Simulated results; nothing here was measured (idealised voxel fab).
You're looking at the process module voxel fin reveal.
The cross-section shown here is cut; it is 295 nm wide and divided into square cells measuring 5 nm on a side.
We lay out every cross-section as a grid of square cells and spell it out in bands from the top down, where one band means one or more rows of cells. The band entry comprises the height of the band's top followed by the height of its bottom, expressed in nm, and subsequently the band's materials from left to right, each stated together with its width in nm. Where a single material is marked with the word "everywhere", that material fills the band from edge to edge. The word "empty" represents empty space. Below 0: as-received wafer, all one material; heights counted from there. Lowest band: no bottom, goes on down, written "from 0 down". With a width like "30..40", each row of cells in the band differs from the next by the same amount, the top row carrying the first number and the bottom row the second. It should be understood that the words "remained unchanged", when stated for a given step, signify that the cross-section underwent no change in any of its cells during that step. If an empty space has no open way to the top and is at least 8 cells in size, "Sealed internal voids" lists it, written width x height at distance, where distance is measured from the left edge and every value is in nm. If you see something after the settings on a step's line, that's the simulator's own remark about that step. A step line may carry the setting "overlay nm", which, for steps involving a mask, states the distance by which the mask lay to the right of its intended position; negative values denote displacement to the left.
List of planned process steps
1,RECEIVE (material Si)
2,CONFORMAL_DEP (material SiN; thk nm 5)
3,PATTERN (tone cover; mask id FINS; material resist; width nm 15; pitch nm 35; thk nm 15; overlay nm 0)
4,DIRECTIONAL_ETCH (etch materials SiN; depth nm 5)
5,DIRECTIONAL_ETCH (etch materials Si; depth nm 40)
6,STRIP (etch materials resist)
7,OXIDIZE (depth nm 5)
8,FILL_DEP (material SiO2; thk nm 5)
9,CMP (height nm 5)
10,SELECTIVE_ETCH (etch materials SiO2; depth nm 20)
11,STRIP (etch materials SiN)
12,CONFORMAL_DEP (material SiO2; thk nm 5)
Cross-section of the wafer as it came to us, i.e., already through step 1
> from 0 down  Si everywhere
> Sealed internal voids: none
Run as planned - first of the two wafers cross-sectioned at the end of the module
> from 5 to 0  120 of empty / 15 of SiO2 / 20 of empty / 15 of SiO2 / 125 of empty
> from 0 to -10  120 of empty / 5 of SiO2 / 5 of Si / 5 of SiO2 / 20 of empty / 5 of SiO2 / 5 of Si / 5 of SiO2 / 125 of empty
> from -10 to -45  125 of SiO2 / 5 of Si / 30 of SiO2 / 5 of Si / 130 of SiO2
> from -45 down  Si everywhere
> Sealed internal voids: none
Cross-section, wafer two of two, end of module: same start and plan as wafer one, one error in execution
> from 5 to 0  120 of empty / 15 of SiO2 / 20 of empty / 15 of SiO2 / 125 of empty
> from 0 to -30  120 of empty / 5 of SiO2 / 5 of Si / 5 of SiO2 / 20 of empty / 5 of SiO2 / 5 of Si / 5 of SiO2 / 125 of empty
> from -30 to -45  125 of SiO2 / 5 of Si / 30 of SiO2 / 5 of Si / 130 of SiO2
> from -45 down  Si everywhere
> Sealed internal voids: none
Nonconformance to the process plan: heads up, step 10 of the plan got done twice
Wrapping up, a cell-based count of both wafers puts the second over or under the first for these materials: 212 fewer of SiO2
